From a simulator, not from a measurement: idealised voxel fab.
The following is a process module called voxel released beams.
The cross-section on display is named cut; it measures 220 nm wide, and its cells are 5 nm squares.
Cross-section spec: square-cell grid; bands listed top down; each band is one or more rows.
Top, bottom (nm), then materials left to right with widths (nm); lone material tagged "all across" fills the whole band edge to edge; "blank" = empty space.
Heights are measured from 0, the level below which the as-received wafer is all one material; the lowest band has no bottom and continues downward, written as in "0 and below".
A width given as "30 to 40" starts at the first number in the band's top row and ends at the second number in its bottom row, shifting by an equal amount at every step from row to row.
A step reported as "all unchanged" is a step in which no cell of the cross-section changed.
"Sealed void inventory": sealed empty spaces, 8 cells or more, no open way to top, listed width x height at distance, with distance from the left edge and width, height and distance in nm.
What comes after the settings on a step's line is commentary from the simulator itself on that step.
"overlay nm" answers the question of how far to the right of plan the mask lay on a step that has a mask, and when it is negative the answer is to the left.

Process steps - plan:
| 1 | op RECEIVE | material Si |
| 2 | op CONFORMAL_DEP | material SiN | thk nm 5 |
| 3 | op DIRECTIONAL_DEP | material SiO2 | thk nm 10 |
| 4 | op MASKED_ETCH | tone open | mask id ANCHOR | width nm 35 | etch materials SiO2 | depth nm 10 | overlay nm 0 |
| 5 | op CONFORMAL_DEP | material W | thk nm 10 |
| 6 | op MASKED_ETCH | tone cover | mask id BEAM | width nm 120 | etch materials W | depth nm 10 | overlay nm 0 |
| 7 | op STRIP | etch materials SiO2 |

First wafer of two (run as planned):

As received, after step 1:
    0 and below: Si all across
    Sealed void inventory: none

Upon completion of step 2, the wafer appears in cross-section as shown:
    5 down to 0: SiN all across
    Beneath the level 0, the cross-section is identical to its previous state.

Upon completion of step 3, the wafer appears in cross-section as shown:
    15 down to 5: SiO2 all across
    Beneath the level 5, the cross-section is identical to its previous state.

Upon completion of step 4, the wafer appears in cross-section as shown:
    15 down to 5: 50 of SiO2, then 35 of blank, then 135 of SiO2
    Beneath the level 5, the cross-section is identical to its previous state.

Upon completion of step 5, the wafer appears in cross-section as shown:
    25 down to 15: 60 of W, then 15 of blank, then 145 of W
    15 down to 5: 50 of SiO2, then 35 of W, then 135 of SiO2
    Beneath the level 5, the cross-section is identical to its previous state.

Upon completion of step 6, the wafer appears in cross-section as shown:
    25 down to 15: 45 of blank, then 15 of W, then 15 of blank, then 90 of W, then 55 of blank
    Beneath the level 15, the cross-section is identical to its previous state.

Upon completion of step 7, the wafer appears in cross-section as shown:
    25 down to 15: 45 of blank, then 15 of W, then 15 of blank, then 90 of W, then 55 of blank
    15 down to 5: 50 of blank, then 35 of W, then 135 of blank
    Beneath the level 5, the cross-section is identical to its previous state.

Wafer two of two - same starting point, same process plan, one mistake in execution; matches wafer one up to and including step 5:

Second wafer, section view, time point: scheduled end of step 6:
    25 down to 15: 45 of W, then 120 of blank, then 55 of W
    15 down to 5: 50 of SiO2, then 10 of W, then 15 of blank, then 10 of W, then 135 of SiO2
    Beneath the level 5, the cross-section is identical to its previous state.

Second wafer, section view, time point: scheduled end of step 7:
    15 down to 5: 50 of blank, then 10 of W, then 15 of blank, then 10 of W, then 135 of blank
    Beneath the level 5, the cross-section is identical to its previous state.
What was done differently from what was planned? step 6: run off-plan, actual operation and settings op MASKED_ETCH | tone open | mask id BEAM | width nm 120 | etch materials W | depth nm 10 | overlay nm 0
Once processing is complete, comparing cell counts shows that the second wafer has more or fewer of certain materials than the first: W: 48 fewer
